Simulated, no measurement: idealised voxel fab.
process module | voxel plated lines
Square cell edge 5 nm, section width 225 nm, ID cut.
Cross-section = grid of square cells, listed top down in bands; band = one or more rows. The entry gives the band's vertical extent as a top height and a bottom height in nm, then its horizontal make-up as materials from left to right, each with a width in nm. "air" stands for empty space; a single material marked "full width" fills the band edge to edge. Ref level 0: as-received wafer is one material below here. Bottom band extends down with no lower bound ("0 nm and below"). Note: "30..40" means the width goes from the first number (top row of the band) to the second number (bottom row) in equal steps per row of cells. Step note "nothing different" = no cross-section cell changed. Fully enclosed voids: empty space of 8 cells or more with no open way to the top, each as width x height at its distance from the left edge, in nm. Formally, on a step line, whatever follows the settings is a remark that the simulator itself makes on the step. You can add "overlay nm" to a step's line. For a step with a mask, it describes how far the mask lay to the right of its planned position, and a negative number describes a lay to the left.
**The following list gives the planned process steps**
1) RECEIVE with material Si
2) CONFORMAL_DEP with material SiO2, thk nm 5
3) DIRECTIONAL_DEP with material TiN, thk nm 5
4) PATTERN with tone open, mask id LINES, material resist, width nm 30, pitch nm 45, thk nm 30, overlay nm 0
5) EPI with material Ru, thk nm 10
6) EPI with material Ru, thk nm 10
7) STRIP with etch materials resist
8) DIRECTIONAL_ETCH with etch materials TiN, depth nm 5
9) CONFORMAL_DEP with material SiN, thk nm 10
**first wafer, as planned**
**Cross-section of the wafer at receipt, which is the condition after step 1**
- 0 nm and below = Si full width
- Fully enclosed voids: none
**Step 2 done - wafer cross-section**
- 5 nm to 0 nm = SiO2 full width
- below 0: unchanged
**Step 3 done - wafer cross-section**
- 10 nm to 5 nm = TiN full width
- below 5: unchanged
**Step 4 done - wafer cross-section**
- 40 nm to 10 nm = resist 50 nm; air 30 nm; resist 15 nm; air 30 nm; resist 15 nm; air 30 nm; resist 55 nm
- below 10: unchanged
**Step 5 done - wafer cross-section**
- 40 nm to 20 nm = resist 50 nm; air 30 nm; resist 15 nm; air 30 nm; resist 15 nm; air 30 nm; resist 55 nm
- 20 nm to 10 nm = resist 50 nm; Ru 30 nm; resist 15 nm; Ru 30 nm; resist 15 nm; Ru 30 nm; resist 55 nm
- below 10: unchanged
**Step 6 done - wafer cross-section**
- 40 nm to 30 nm = resist 50 nm; air 30 nm; resist 15 nm; air 30 nm; resist 15 nm; air 30 nm; resist 55 nm
- 30 nm to 10 nm = resist 50 nm; Ru 30 nm; resist 15 nm; Ru 30 nm; resist 15 nm; Ru 30 nm; resist 55 nm
- below 10: unchanged
**Step 7 done - wafer cross-section**
- 30 nm to 10 nm = air 50 nm; Ru 30 nm; air 15 nm; Ru 30 nm; air 15 nm; Ru 30 nm; air 55 nm
- below 10: unchanged
**Step 8 done - wafer cross-section**
- 30 nm to 10 nm = air 50 nm; Ru 30 nm; air 15 nm; Ru 30 nm; air 15 nm; Ru 30 nm; air 55 nm
- 10 nm to 5 nm = air 50 nm; TiN 30 nm; air 15 nm; TiN 30 nm; air 15 nm; TiN 30 nm; air 55 nm
- below 5: unchanged
**Step 9 done - wafer cross-section**
- 40 nm to 30 nm = air 40 nm; SiN 140 nm; air 45 nm
- 30 nm to 15 nm = air 40 nm; SiN 10 nm; Ru 30 nm; SiN 15 nm; Ru 30 nm; SiN 15 nm; Ru 30 nm; SiN 10 nm; air 45 nm
- 15 nm to 10 nm = SiN 50 nm; Ru 30 nm; SiN 15 nm; Ru 30 nm; SiN 15 nm; Ru 30 nm; SiN 55 nm
- 10 nm to 5 nm = SiN 50 nm; TiN 30 nm; SiN 15 nm; TiN 30 nm; SiN 15 nm; TiN 30 nm; SiN 55 nm
- below 5: unchanged
**Companion wafer, the second of two: same beginning, same intended sequence, one mistake in carrying it out; through step 1 inclusive it tracks the first exactly**
**Second wafer profile in section, at the moment step 2 of the plan was meant to be complete**
- 5 nm to 0 nm = TiN full width
- below 0: unchanged
**Second wafer profile in section, at the moment step 3 of the plan was meant to be complete**
- 10 nm to 0 nm = TiN full width
- below 0: unchanged
**Second wafer profile in section, at the moment step 4 of the plan was meant to be complete**
- 40 nm to 10 nm = resist 50 nm; air 30 nm; resist 15 nm; air 30 nm; resist 15 nm; air 30 nm; resist 55 nm
- below 10: unchanged
**Second wafer profile in section, at the moment step 5 of the plan was meant to be complete**
- 40 nm to 20 nm = resist 50 nm; air 30 nm; resist 15 nm; air 30 nm; resist 15 nm; air 30 nm; resist 55 nm
- 20 nm to 10 nm = resist 50 nm; Ru 30 nm; resist 15 nm; Ru 30 nm; resist 15 nm; Ru 30 nm; resist 55 nm
- below 10: unchanged
**Second wafer profile in section, at the moment step 6 of the plan was meant to be complete**
- 40 nm to 30 nm = resist 50 nm; air 30 nm; resist 15 nm; air 30 nm; resist 15 nm; air 30 nm; resist 55 nm
- 30 nm to 10 nm = resist 50 nm; Ru 30 nm; resist 15 nm; Ru 30 nm; resist 15 nm; Ru 30 nm; resist 55 nm
- below 10: unchanged
**Second wafer profile in section, at the moment step 7 of the plan was meant to be complete**
- 30 nm to 10 nm = air 50 nm; Ru 30 nm; air 15 nm; Ru 30 nm; air 15 nm; Ru 30 nm; air 55 nm
- below 10: unchanged
**Second wafer profile in section, at the moment step 8 of the plan was meant to be complete**
- 30 nm to 10 nm = air 50 nm; Ru 30 nm; air 15 nm; Ru 30 nm; air 15 nm; Ru 30 nm; air 55 nm
- 10 nm to 5 nm = air 50 nm; TiN 30 nm; air 15 nm; TiN 30 nm; air 15 nm; TiN 30 nm; air 55 nm
- below 5: unchanged
**Second wafer profile in section, at the moment step 9 of the plan was meant to be complete**
- 40 nm to 30 nm = air 40 nm; SiN 140 nm; air 45 nm
- 30 nm to 15 nm = air 40 nm; SiN 10 nm; Ru 30 nm; SiN 15 nm; Ru 30 nm; SiN 15 nm; Ru 30 nm; SiN 10 nm; air 45 nm
- 15 nm to 10 nm = SiN 50 nm; Ru 30 nm; SiN 15 nm; Ru 30 nm; SiN 15 nm; Ru 30 nm; SiN 55 nm
- 10 nm to 5 nm = SiN 50 nm; TiN 30 nm; SiN 15 nm; TiN 30 nm; SiN 15 nm; TiN 30 nm; SiN 55 nm
- below 5: unchanged
What was the processing mistake? step 2: run off-plan, actual operation and settings CONFORMAL_DEP with material TiN, thk nm 5
Heads up, by the end the second wafer has more or fewer cells of some materials compared to the first: SiO2 -45 | TiN +45
